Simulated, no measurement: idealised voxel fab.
process module | voxel gate over fins
cross-section cut | 240 nm wide | cells 5 nm
A cross-section is a grid of square cells, given in bands from the top down. A band is one or more rows of cells.
Each band's line starts with the height of the band's top and of its bottom, in nm. Then come its materials from left to right, each with its width in nm. One material with "throughout" fills the band from edge to edge. "air" is empty space.
Height 0 is the level under which the wafer as received is all one material. The lowest band goes on downwards, as in "0 down".
A width such as "30 to 40" changes by the same amount from each row of cells to the next, from the band's top row to its bottom row.
"no change" after a step means that no cell of the cross-section changed.
closed voids: empty space of 8 cells or more with no open way to the top, each as width x height at its distance from the left edge, in nm
after a step's settings: what the simulator itself notes on the step
overlay nm, on a step with a mask: how far to the right of its planned place the mask lay; to the left if negative
plan
1 op RECEIVE | material Si
2 op CONFORMAL_DEP | material SiN | thk nm 5
3 op PATTERN | tone cover | mask id FINS | material resist | width nm 15 | pitch nm 60 | thk nm 15 | overlay nm 0
4 op DIRECTIONAL_ETCH | etch materials SiN | depth nm 5
5 op DIRECTIONAL_ETCH | etch materials Si | depth nm 35
6 op STRIP | etch materials resist
7 op OXIDIZE | depth nm 5
8 op FILL_DEP | material SiO2 | thk nm 5
9 op CMP | height nm 5
10 op MASKED_ETCH | tone open | mask id RAIL | width nm 15 | etch materials SiO2 | depth nm 35 | overlay nm 0
11 op CONFORMAL_DEP | material TiN | thk nm 5
12 op FILL_DEP | material W | thk nm 5
13 op CMP | height nm 5
14 op SELECTIVE_ETCH | etch materials W Ru TiN | depth nm 25
15 op FILL_DEP | material SiO2 | thk nm 5
16 op CMP | height nm 5
17 op SELECTIVE_ETCH | etch materials SiO2 | depth nm 20
18 op STRIP | etch materials SiN
19 op CONFORMAL_DEP | material HfO2 | thk nm 5
20 op CONFORMAL_DEP | material TiN | thk nm 5
21 op FILL_DEP | material W | thk nm 15
22 op CMP | height nm 20
23 op CONFORMAL_DEP | material SiN | thk nm 5
first wafer, as planned
as received, after step 1
  0 down: Si throughout
  closed voids: none
after step 2
  5 to 0: SiN throughout
  below 0: unchanged
after step 3
  20 to 5: air 50 | resist 15 | air 45 | resist 15 | air 45 | resist 15 | air 55
  below 5: unchanged
after step 4
  20 to 5: air 50 | resist 15 | air 45 | resist 15 | air 45 | resist 15 | air 55
  5 to 0: air 50 | SiN 15 | air 45 | SiN 15 | air 45 | SiN 15 | air 55
  below 0: unchanged
after step 5
  20 to 5: air 50 | resist 15 | air 45 | resist 15 | air 45 | resist 15 | air 55
  5 to 0: air 50 | SiN 15 | air 45 | SiN 15 | air 45 | SiN 15 | air 55
  0 to -35: air 50 | Si 15 | air 45 | Si 15 | air 45 | Si 15 | air 55
  below -35: unchanged
after step 6
  5 to 0: air 50 | SiN 15 | air 45 | SiN 15 | air 45 | SiN 15 | air 55
  below 0: unchanged
after step 7
  5 to 0: air 50 | SiN 15 | air 45 | SiN 15 | air 45 | SiN 15 | air 55
  0 to -35: air 50 | SiO2 5 | Si 5 | SiO2 5 | air 45 | SiO2 5 | Si 5 | SiO2 5 | air 45 | SiO2 5 | Si 5 | SiO2 5 | air 55
  -35 to -40: SiO2 55 | Si 5 | SiO2 55 | Si 5 | SiO2 55 | Si 5 | SiO2 60
  below -40: unchanged
after step 8
  10 to 5: SiO2 throughout
  5 to 0: SiO2 50 | SiN 15 | SiO2 45 | SiN 15 | SiO2 45 | SiN 15 | SiO2 55
  0 to -40: SiO2 55 | Si 5 | SiO2 55 | Si 5 | SiO2 55 | Si 5 | SiO2 60
  below -40: unchanged
after step 9
  5 to 0: SiO2 50 | SiN 15 | SiO2 45 | SiN 15 | SiO2 45 | SiN 15 | SiO2 55
  below 0: unchanged
after step 10
  5 to 0: SiO2 50 | SiN 15 | SiO2 15 | air 15 | SiO2 15 | SiN 15 | SiO2 45 | SiN 15 | SiO2 55
  0 to -30: SiO2 55 | Si 5 | SiO2 20 | air 15 | SiO2 20 | Si 5 | SiO2 55 | Si 5 | SiO2 60
  below -30: unchanged
after step 11
  10 to 5: TiN 85 | air 5 | TiN 150
  5 to 0: SiO2 50 | SiN 15 | SiO2 15 | TiN 5 | air 5 | TiN 5 | SiO2 15 | SiN 15 | SiO2 45 | SiN 15 | SiO2 55
  0 to -25: SiO2 55 | Si 5 | SiO2 20 | TiN 5 | air 5 | TiN 5 | SiO2 20 | Si 5 | SiO2 55 | Si 5 | SiO2 60
  -25 to -30: SiO2 55 | Si 5 | SiO2 20 | TiN 15 | SiO2 20 | Si 5 | SiO2 55 | Si 5 | SiO2 60
  below -30: unchanged
after step 12
  15 to 10: W throughout
  10 to 5: TiN 85 | W 5 | TiN 150
  5 to 0: SiO2 50 | SiN 15 | SiO2 15 | TiN 5 | W 5 | TiN 5 | SiO2 15 | SiN 15 | SiO2 45 | SiN 15 | SiO2 55
  0 to -25: SiO2 55 | Si 5 | SiO2 20 | TiN 5 | W 5 | TiN 5 | SiO2 20 | Si 5 | SiO2 55 | Si 5 | SiO2 60
  below -25: unchanged
after step 13
  5 to 0: SiO2 50 | SiN 15 | SiO2 15 | TiN 5 | W 5 | TiN 5 | SiO2 15 | SiN 15 | SiO2 45 | SiN 15 | SiO2 55
  below 0: unchanged
after step 14
  5 to 0: SiO2 50 | SiN 15 | SiO2 15 | air 15 | SiO2 15 | SiN 15 | SiO2 45 | SiN 15 | SiO2 55
  0 to -20: SiO2 55 | Si 5 | SiO2 20 | air 15 | SiO2 20 | Si 5 | SiO2 55 | Si 5 | SiO2 60
  below -20: unchanged
after step 15
  10 to 5: SiO2 throughout
  5 to 0: SiO2 50 | SiN 15 | SiO2 45 | SiN 15 | SiO2 45 | SiN 15 | SiO2 55
  0 to -20: SiO2 55 | Si 5 | SiO2 55 | Si 5 | SiO2 55 | Si 5 | SiO2 60
  below -20: unchanged
after step 16
  5 to 0: SiO2 50 | SiN 15 | SiO2 45 | SiN 15 | SiO2 45 | SiN 15 | SiO2 55
  below 0: unchanged
after step 17
  5 to 0: air 50 | SiN 15 | air 45 | SiN 15 | air 45 | SiN 15 | air 55
  0 to -15: air 55 | Si 5 | air 55 | Si 5 | air 55 | Si 5 | air 60
  below -15: unchanged
after step 18
  0 to -15: air 55 | Si 5 | air 55 | Si 5 | air 55 | Si 5 | air 60
  below -15: unchanged
after step 19
  5 to 0: air 50 | HfO2 15 | air 45 | HfO2 15 | air 45 | HfO2 15 | air 55
  0 to -10: air 50 | HfO2 5 | Si 5 | HfO2 5 | air 45 | HfO2 5 | Si 5 | HfO2 5 | air 45 | HfO2 5 | Si 5 | HfO2 5 | air 55
  -10 to -15: HfO2 55 | Si 5 | HfO2 55 | Si 5 | HfO2 55 | Si 5 | HfO2 60
  below -15: unchanged
after step 20
  10 to 5: air 45 | TiN 25 | air 35 | TiN 25 | air 35 | TiN 25 | air 50
  5 to 0: air 45 | TiN 5 | HfO2 15 | TiN 5 | air 35 | TiN 5 | HfO2 15 | TiN 5 | air 35 | TiN 5 | HfO2 15 | TiN 5 | air 50
  0 to -5: air 45 | TiN 5 | HfO2 5 | Si 5 | HfO2 5 | TiN 5 | air 35 | TiN 5 | HfO2 5 | Si 5 | HfO2 5 | TiN 5 | air 35 | TiN 5 | HfO2 5 | Si 5 | HfO2 5 | TiN 5 | air 50
  -5 to -10: TiN 50 | HfO2 5 | Si 5 | HfO2 5 | TiN 45 | HfO2 5 | Si 5 | HfO2 5 | TiN 45 | HfO2 5 | Si 5 | HfO2 5 | TiN 55
  below -10: unchanged
after step 21
  25 to 10: W throughout
  10 to 5: W 45 | TiN 25 | W 35 | TiN 25 | W 35 | TiN 25 | W 50
  5 to 0: W 45 | TiN 5 | HfO2 15 | TiN 5 | W 35 | TiN 5 | HfO2 15 | TiN 5 | W 35 | TiN 5 | HfO2 15 | TiN 5 | W 50
  0 to -5: W 45 | TiN 5 | HfO2 5 | Si 5 | HfO2 5 | TiN 5 | W 35 | TiN 5 | HfO2 5 | Si 5 | HfO2 5 | TiN 5 | W 35 | TiN 5 | HfO2 5 | Si 5 | HfO2 5 | TiN 5 | W 50
  below -5: unchanged
after step 22
  20 to 10: W throughout
  below 10: unchanged
after step 23
  25 to 20: SiN throughout
  below 20: unchanged
second wafer: like start, like plan, one mistake. Through step 2 it matches the first wafer
when step 3 should have ended
  20 to 5: resist 50 | air 15 | resist 45 | air 15 | resist 45 | air 15 | resist 55
  below 5: unchanged
when step 4 should have ended
  20 to 5: resist 50 | air 15 | resist 45 | air 15 | resist 45 | air 15 | resist 55
  5 to 0: SiN 50 | air 15 | SiN 45 | air 15 | SiN 45 | air 15 | SiN 55
  below 0: unchanged
when step 5 should have ended
  20 to 5: resist 50 | air 15 | resist 45 | air 15 | resist 45 | air 15 | resist 55
  5 to 0: SiN 50 | air 15 | SiN 45 | air 15 | SiN 45 | air 15 | SiN 55
  0 to -35: Si 50 | air 15 | Si 45 | air 15 | Si 45 | air 15 | Si 55
  below -35: unchanged
when step 6 should have ended
  5 to 0: SiN 50 | air 15 | SiN 45 | air 15 | SiN 45 | air 15 | SiN 55
  below 0: unchanged
when step 7 should have ended
  5 to 0: SiN 50 | air 15 | SiN 45 | air 15 | SiN 45 | air 15 | SiN 55
  0 to -35: Si 45 | SiO2 5 | air 15 | SiO2 5 | Si 35 | SiO2 5 | air 15 | SiO2 5 | Si 35 | SiO2 5 | air 15 | SiO2 5 | Si 50
  -35 to -40: Si 45 | SiO2 25 | Si 35 | SiO2 25 | Si 35 | SiO2 25 | Si 50
  below -40: unchanged
when step 8 should have ended
  10 to 5: SiO2 throughout
  5 to 0: SiN 50 | SiO2 15 | SiN 45 | SiO2 15 | SiN 45 | SiO2 15 | SiN 55
  0 to -40: Si 45 | SiO2 25 | Si 35 | SiO2 25 | Si 35 | SiO2 25 | Si 50
  below -40: unchanged
when step 9 should have ended
  5 to 0: SiN 50 | SiO2 15 | SiN 45 | SiO2 15 | SiN 45 | SiO2 15 | SiN 55
  below 0: unchanged
when step 10 should have ended: no change
when step 11 should have ended
  10 to 5: TiN throughout
  below 5: unchanged
when step 12 should have ended
  15 to 10: W throughout
  below 10: unchanged
when step 13 should have ended
  5 to 0: SiN 50 | SiO2 15 | SiN 45 | SiO2 15 | SiN 45 | SiO2 15 | SiN 55
  below 0: unchanged
when step 14 should have ended: no change
when step 15 should have ended
  10 to 5: SiO2 throughout
  below 5: unchanged
when step 16 should have ended
  5 to 0: SiN 50 | SiO2 15 | SiN 45 | SiO2 15 | SiN 45 | SiO2 15 | SiN 55
  below 0: unchanged
when step 17 should have ended
  5 to 0: SiN 50 | air 15 | SiN 45 | air 15 | SiN 45 | air 15 | SiN 55
  0 to -15: Si 45 | air 25 | Si 35 | air 25 | Si 35 | air 25 | Si 50
  below -15: unchanged
when step 18 should have ended
  0 to -15: Si 45 | air 25 | Si 35 | air 25 | Si 35 | air 25 | Si 50
  below -15: unchanged
when step 19 should have ended
  5 to 0: HfO2 50 | air 15 | HfO2 45 | air 15 | HfO2 45 | air 15 | HfO2 55
  0 to -10: Si 45 | HfO2 5 | air 15 | HfO2 5 | Si 35 | HfO2 5 | air 15 | HfO2 5 | Si 35 | HfO2 5 | air 15 | HfO2 5 | Si 50
  -10 to -15: Si 45 | HfO2 25 | Si 35 | HfO2 25 | Si 35 | HfO2 25 | Si 50
  below -15: unchanged
when step 20 should have ended
  10 to 5: TiN 55 | air 5 | TiN 55 | air 5 | TiN 55 | air 5 | TiN 60
  5 to 0: HfO2 50 | TiN 5 | air 5 | TiN 5 | HfO2 45 | TiN 5 | air 5 | TiN 5 | HfO2 45 | TiN 5 | air 5 | TiN 5 | HfO2 55
  0 to -5: Si 45 | HfO2 5 | TiN 5 | air 5 | TiN 5 | HfO2 5 | Si 35 | HfO2 5 | TiN 5 | air 5 | TiN 5 | HfO2 5 | Si 35 | HfO2 5 | TiN 5 | air 5 | TiN 5 | HfO2 5 | Si 50
  -5 to -10: Si 45 | HfO2 5 | TiN 15 | HfO2 5 | Si 35 | HfO2 5 | TiN 15 | HfO2 5 | Si 35 | HfO2 5 | TiN 15 | HfO2 5 | Si 50
  below -10: unchanged
when step 21 should have ended
  25 to 10: W throughout
  10 to 5: TiN 55 | W 5 | TiN 55 | W 5 | TiN 55 | W 5 | TiN 60
  5 to 0: HfO2 50 | TiN 5 | W 5 | TiN 5 | HfO2 45 | TiN 5 | W 5 | TiN 5 | HfO2 45 | TiN 5 | W 5 | TiN 5 | HfO2 55
  0 to -5: Si 45 | HfO2 5 | TiN 5 | W 5 | TiN 5 | HfO2 5 | Si 35 | HfO2 5 | TiN 5 | W 5 | TiN 5 | HfO2 5 | Si 35 | HfO2 5 | TiN 5 | W 5 | TiN 5 | HfO2 5 | Si 50
  below -5: unchanged
when step 22 should have ended
  20 to 10: W throughout
  below 10: unchanged
when step 23 should have ended
  25 to 20: SiN throughout
  below 20: unchanged
what went wrong: step 3 ran as: op PATTERN | tone open | mask id FINS | material resist | width nm 15 | pitch nm 60 | thk nm 15 | overlay nm 0
at the end the second wafer has, in cells: 240 more of Si | 144 fewer of SiO2 | 5 fewer of TiN | 91 fewer of W
